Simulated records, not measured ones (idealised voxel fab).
Proc. module: voxel ribs on slabs
The cross-section on display is named cut; it measures 215 nm wide, and its cells are 5 nm squares.
Think of the cross-section as a grid of square cells. We describe it in bands, top to bottom, and each band covers one or more rows of those cells.
Per band: top height and bottom height in nm, followed by the left-to-right materials and their widths in nm; "full width" marks a single material spanning edge to edge, "blank" marks empty space.
Height datum 0, below which the as-received substrate wafer is one material. Lowest band open at the bottom, running downward: "0 nm and below".
A two-number width, for instance "30 to 40", indicates that the width is equal to the first number in the top row of the band and to the second number in the bottom row, and that it changes by a constant amount per row of cells.
It should be understood that the words "same as before", when stated for a given step, signify that the cross-section underwent no change in any of its cells during that step.
Sealed void list: empty space of 8 cells or more with no open way to the top, each as width x height at its distance from the left edge, in nm
What comes after the settings on a step's line is commentary from the simulator itself on that step.
"overlay nm", when on a step's line for a step with a mask, measures how far to the right of its planned place the mask lay; a negative measure means to the left.
List of planned process steps:
| 1 | RECEIVE (material Si) |
| 2 | DIRECTIONAL_DEP (material SiO2; thk nm 30) |
| 3 | DIRECTIONAL_DEP (material polySi; thk nm 25) |
| 4 | DIRECTIONAL_DEP (material aC; thk nm 15) |
| 5 | PATTERN (tone cover; mask id RIB; material resist; width nm 15; thk nm 35; overlay nm 0) |
| 6 | DIRECTIONAL_ETCH (etch materials aC; depth nm 15) |
| 7 | STRIP (etch materials resist) |
| 8 | DIRECTIONAL_ETCH (etch materials polySi; depth nm 20) |
| 9 | STRIP (etch materials aC) |
| 10 | DIRECTIONAL_DEP (material aC; thk nm 10) |
| 11 | PATTERN (tone cover; mask id SLAB; material resist; width nm 55; thk nm 30; overlay nm 0) |
| 12 | DIRECTIONAL_ETCH (etch materials aC; depth nm 10) |
| 13 | STRIP (etch materials resist) |
| 14 | DIRECTIONAL_ETCH (etch materials polySi; depth nm 5) |
| 15 | STRIP (etch materials aC) |
| 16 | FILL_DEP (material SiO2; thk nm 25) |
| 17 | CMP (height nm 60) |
| 18 | DIRECTIONAL_DEP (material W; thk nm 5) |
| 19 | MASKED_ETCH (tone cover; mask id HEATER; width nm 25; etch materials W; depth nm 5; overlay nm 0) |
| 20 | CONFORMAL_DEP (material SiN; thk nm 5) |
varied across the wafers: height nm of step 17. The plan shows the first wafer's value. All wafers start alike
Incoming state of the first of several wafers in cross-section: after step 1:
    0 nm and below | Si full width
    Sealed void list: none
The table below has one row for each wafer; a row shows, as of the end of the module, how many cells of each material the wafer has gained, marked (+), or lost, marked (-), since it was received, and then the wafer's closed voids:
height nm 60 | +45 SiN | +493 SiO2 | +5 W | +23 polySi | Sealed void list: none
height nm 65 | +45 SiN | +536 SiO2 | +5 W | +23 polySi | Sealed void list: none
height nm 70 | +45 SiN | +579 SiO2 | +5 W | +23 polySi | Sealed void list: none
height nm 75 | +45 SiN | +622 SiO2 | +5 W | +23 polySi | Sealed void list: none
height nm 80 | +45 SiN | +665 SiO2 | +5 W | +23 polySi | Sealed void list: none
